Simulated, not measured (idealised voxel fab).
Proc. module: voxel ribs on slabs
cross-section cut | 300 nm wide | cells 5 nm
Notation: cross-section as square-cell grid; stated in bands, top first, going down; one or more cell rows per band. Band: top height; bottom height; in nm. Then, left to right: material with width in nm, for each material. "everywhere": a single material spanning edge to edge. "empty": empty space. Heights are expressed relative to 0, this being the level below which the as-received wafer comprises one material exclusively. The lowest band is unbounded in the downward direction and is denoted as in "0 nm and below". Think of "30 to 40" as a width that walks from the first number to the second as you go down the band, top row to bottom row, taking equal-sized steps from row to row. "no modifications", as given for a step, is the statement that not any cell of the cross-section underwent a change during that step. The list in "Closed void inventory" covers empty spaces of 8 cells or more that cannot reach the top through any open way, and it gives each as width x height at distance; the distance is from the left edge, and width, height and distance are in nm. Read whatever lies past the settings on a step's line as the simulator's own remark about the step. Regarding "overlay nm": on a step with a mask, it is the distance the mask lay to the right of its planned place; a negative value places it to the left.
### So here's the lineup of process steps we planned
step 1: op RECEIVE | material Si
step 2: op DIRECTIONAL_DEP | material SiO2 | thk nm 20
step 3: op DIRECTIONAL_DEP | material SiN | thk nm 25
step 4: op DIRECTIONAL_DEP | material aC | thk nm 15
step 5: op PATTERN | tone cover | mask id RIB | material resist | width nm 15 | thk nm 30 | overlay nm 0
step 6: op DIRECTIONAL_ETCH | etch materials aC | depth nm 15
step 7: op STRIP | etch materials resist
step 8: op DIRECTIONAL_ETCH | etch materials SiN | depth nm 10
step 9: op STRIP | etch materials aC
step 10: op DIRECTIONAL_DEP | material aC | thk nm 10
step 11: op PATTERN | tone cover | mask id SLAB | material resist | width nm 55 | thk nm 30 | overlay nm 0
step 12: op DIRECTIONAL_ETCH | etch materials aC | depth nm 10
step 13: op STRIP | etch materials resist
step 14: op DIRECTIONAL_ETCH | etch materials SiN | depth nm 15
step 15: op STRIP | etch materials aC
step 16: op FILL_DEP | material SiO2 | thk nm 20
step 17: op CMP | height nm 55
step 18: op DIRECTIONAL_DEP | material W | thk nm 5
step 19: op DIRECTIONAL_DEP | material aC | thk nm 10
step 20: op PATTERN | tone cover | mask id HEATER | material resist | width nm 25 | thk nm 30 | overlay nm 0
step 21: op DIRECTIONAL_ETCH | etch materials aC | depth nm 10
step 22: op STRIP | etch materials resist
step 23: op DIRECTIONAL_ETCH | etch materials W | depth nm 5
step 24: op STRIP | etch materials aC
step 25: op CONFORMAL_DEP | material SiO2 | thk nm 10
### Shown in cross-section is the wafer as received, that is, as it stands after step 1
	0 nm and below = Si everywhere
	Closed void inventory: none
### As-planned run: cross-section of the first of two wafers at end of module
	70 nm to 65 nm = empty 125; SiO2 45; empty 130
	65 nm to 60 nm = SiO2 everywhere
	60 nm to 55 nm = SiO2 135; W 25; SiO2 140
	55 nm to 45 nm = SiO2 everywhere
	45 nm to 35 nm = SiO2 140; SiN 15; SiO2 145
	35 nm to 20 nm = SiO2 120; SiN 55; SiO2 125
	20 nm to 0 nm = SiO2 everywhere
	0 nm and below = Si everywhere
	Closed void inventory: none
### Module end: cross-section of wafer two of two. Same start and process plan as the first wafer. One mistake during execution
	70 nm to 65 nm = empty 125; SiO2 45; empty 130
	65 nm to 60 nm = SiO2 everywhere
	60 nm to 55 nm = SiO2 135; W 25; SiO2 140
	55 nm to 25 nm = SiO2 everywhere
	25 nm to 0 nm = SiN everywhere
	0 nm and below = Si everywhere
	Closed void inventory: none
What went wrong in running the wafer? swap of plan steps 2 and 3 during execution
Cell-count delta at end, second wafer over first, by material: +261 SiN, -261 SiO2
